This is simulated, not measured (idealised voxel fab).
The document below concerns the process module designated voxel gate over fins.
The figure presents cross-section cut, which has a width of 190 nm and is divided into square cells with an edge length of 5 nm.
Square cells in a grid make up a cross-section in this document, and the grid is given as bands, listed from the top down, each one or more rows of cells.
Read a band's entry like this: the first values are the height of its top and the height of its bottom in nm, and what follows is the sequence of materials from left to right, each with its width in nm. Note that "blank" is empty space, and that a single material marked "all across" reaches across the band from edge to edge.
Height datum 0, below which the as-received substrate wafer is one material. Lowest band open at the bottom, running downward: "z 0 and below".
Quick explanation for "30 to 40": the width changes in equal steps down the rows of cells, from the first number in the band's top row to the second number in its bottom row.
Where the words "no modifications" appear for a step, the cross-section shows no cell changed by that step; every cell remained as before.
"Completely sealed voids" contains a list of empty spaces, each no smaller than 8 cells and without an open way to the top, written in the form width x height at distance with the distance from the left edge and all three in nm.
The remark found on a step's line after its settings is issued by the simulator itself and pertains to that step.
overlay nm: for a step with a mask, the amount by which the mask lay right of where it was planned; a negative amount means left of it.

Plan:
1,RECEIVE (material Si)
2,CONFORMAL_DEP (material SiN; thk nm 10)
3,MASKED_ETCH (tone cover; mask id FINS; width nm 15; pitch nm 50; etch materials SiN; depth nm 10; overlay nm 0)
4,MASKED_ETCH (tone cover; mask id FINS; width nm 15; pitch nm 50; etch materials Si; depth nm 35; overlay nm 0)
5,OXIDIZE (depth nm 5)
6,FILL_DEP (material SiO2; thk nm 15)
7,CMP (height nm 10)
8,PATTERN (tone open; mask id RAIL; material resist; width nm 15; thk nm 15; overlay nm 0)
9,DIRECTIONAL_ETCH (etch materials SiO2; depth nm 40)
10,STRIP (etch materials resist)
11,CONFORMAL_DEP (material TiN; thk nm 5)
12,FILL_DEP (material Ru; thk nm 10)
13,CMP (height nm 10)
14,SELECTIVE_ETCH (etch materials W Ru TiN; depth nm 30)
15,FILL_DEP (material SiO2; thk nm 5)
16,CMP (height nm 10)
17,SELECTIVE_ETCH (etch materials SiO2; depth nm 25)
18,STRIP (etch materials SiN)
19,CONFORMAL_DEP (material HfO2; thk nm 5)
20,CONFORMAL_DEP (material TiN; thk nm 5)
21,CONFORMAL_DEP (material TiAl; thk nm 5)
22,CONFORMAL_DEP (material TiN; thk nm 5)
23,FILL_DEP (material W; thk nm 10)
24,CMP (height nm 25)
25,CONFORMAL_DEP (material SiN; thk nm 5)
Same starting wafers, different thk nm at step 25. Plan value belongs to the first wafer.

The first of several wafers in cross-section, exactly as it reached us after step 1:
  z 0 and below: Si all across
  Completely sealed voids: none

After the module's final step, step 25: the first of several wafers in cross-section:
  z 30 to 25: SiN all across
  z 25 to 20: W all across
  z 20 to 15: 45 W | 45 TiN | 5 W | 45 TiN | 50 W
  z 15 to 10: 45 W | 5 TiN | 35 TiAl | 5 TiN | 5 W | 5 TiN | 35 TiAl | 5 TiN | 50 W
  z 10 to 5: 45 W | 5 TiN | 5 TiAl | 25 TiN | 5 TiAl | 5 TiN | 5 W | 5 TiN | 5 TiAl | 25 TiN | 5 TiAl | 5 TiN | 50 W
  z 5 to 0: 50 TiN | 5 TiAl | 5 TiN | 15 HfO2 | 5 TiN | 5 TiAl | 15 TiN | 5 TiAl | 5 TiN | 15 HfO2 | 5 TiN | 5 TiAl | 55 TiN
  z 0 to -5: 55 TiAl | 5 TiN | 5 HfO2 | 5 Si | 5 HfO2 | 5 TiN | 25 TiAl | 5 TiN | 5 HfO2 | 5 Si | 5 HfO2 | 5 TiN | 60 TiAl
  z -5 to -10: 60 TiN | 5 HfO2 | 5 Si | 5 HfO2 | 35 TiN | 5 HfO2 | 5 Si | 5 HfO2 | 65 TiN
  z -10 to -15: 65 HfO2 | 5 Si | 45 HfO2 | 5 Si | 70 HfO2
  z -15 to -20: 65 SiO2 | 5 Si | 45 SiO2 | 5 Si | 70 SiO2
  z -20 to -25: 65 SiO2 | 5 Si | 15 SiO2 | 5 TiN | 5 Ru | 5 TiN | 15 SiO2 | 5 Si | 70 SiO2
  z -25 to -30: 65 SiO2 | 5 Si | 15 SiO2 | 15 TiN | 15 SiO2 | 5 Si | 70 SiO2
  z -30 to -40: 65 SiO2 | 5 Si | 45 SiO2 | 5 Si | 70 SiO2
  z -40 and below: Si all across
  Completely sealed voids: none

Cross-section at module completion, last wafer:
  z 45 to 25: SiN all across
  z 25 to 20: W all across
  z 20 to 15: 45 W | 45 TiN | 5 W | 45 TiN | 50 W
  z 15 to 10: 45 W | 5 TiN | 35 TiAl | 5 TiN | 5 W | 5 TiN | 35 TiAl | 5 TiN | 50 W
  z 10 to 5: 45 W | 5 TiN | 5 TiAl | 25 TiN | 5 TiAl | 5 TiN | 5 W | 5 TiN | 5 TiAl | 25 TiN | 5 TiAl | 5 TiN | 50 W
  z 5 to 0: 50 TiN | 5 TiAl | 5 TiN | 15 HfO2 | 5 TiN | 5 TiAl | 15 TiN | 5 TiAl | 5 TiN | 15 HfO2 | 5 TiN | 5 TiAl | 55 TiN
  z 0 to -5: 55 TiAl | 5 TiN | 5 HfO2 | 5 Si | 5 HfO2 | 5 TiN | 25 TiAl | 5 TiN | 5 HfO2 | 5 Si | 5 HfO2 | 5 TiN | 60 TiAl
  z -5 to -10: 60 TiN | 5 HfO2 | 5 Si | 5 HfO2 | 35 TiN | 5 HfO2 | 5 Si | 5 HfO2 | 65 TiN
  z -10 to -15: 65 HfO2 | 5 Si | 45 HfO2 | 5 Si | 70 HfO2
  z -15 to -20: 65 SiO2 | 5 Si | 45 SiO2 | 5 Si | 70 SiO2
  z -20 to -25: 65 SiO2 | 5 Si | 15 SiO2 | 5 TiN | 5 Ru | 5 TiN | 15 SiO2 | 5 Si | 70 SiO2
  z -25 to -30: 65 SiO2 | 5 Si | 15 SiO2 | 15 TiN | 15 SiO2 | 5 Si | 70 SiO2
  z -30 to -40: 65 SiO2 | 5 Si | 45 SiO2 | 5 Si | 70 SiO2
  z -40 and below: Si all across
  Completely sealed voids: none

Every row in this table is a wafer at the end of the module, and it gives, for each of the materials, the cells that wafer has gained (+) or lost (-) since it was received, then its closed voids:
thk nm 5; +50 HfO2; +1 Ru; -288 Si; +38 SiN; +174 SiO2; +50 TiAl; +105 TiN; +98 W; Completely sealed voids: none
thk nm 10; +50 HfO2; +1 Ru; -288 Si; +76 SiN; +174 SiO2; +50 TiAl; +105 TiN; +98 W; Completely sealed voids: none
thk nm 15; +50 HfO2; +1 Ru; -288 Si; +114 SiN; +174 SiO2; +50 TiAl; +105 TiN; +98 W; Completely sealed voids: none
thk nm 20; +50 HfO2; +1 Ru; -288 Si; +152 SiN; +174 SiO2; +50 TiAl; +105 TiN; +98 W; Completely sealed voids: none
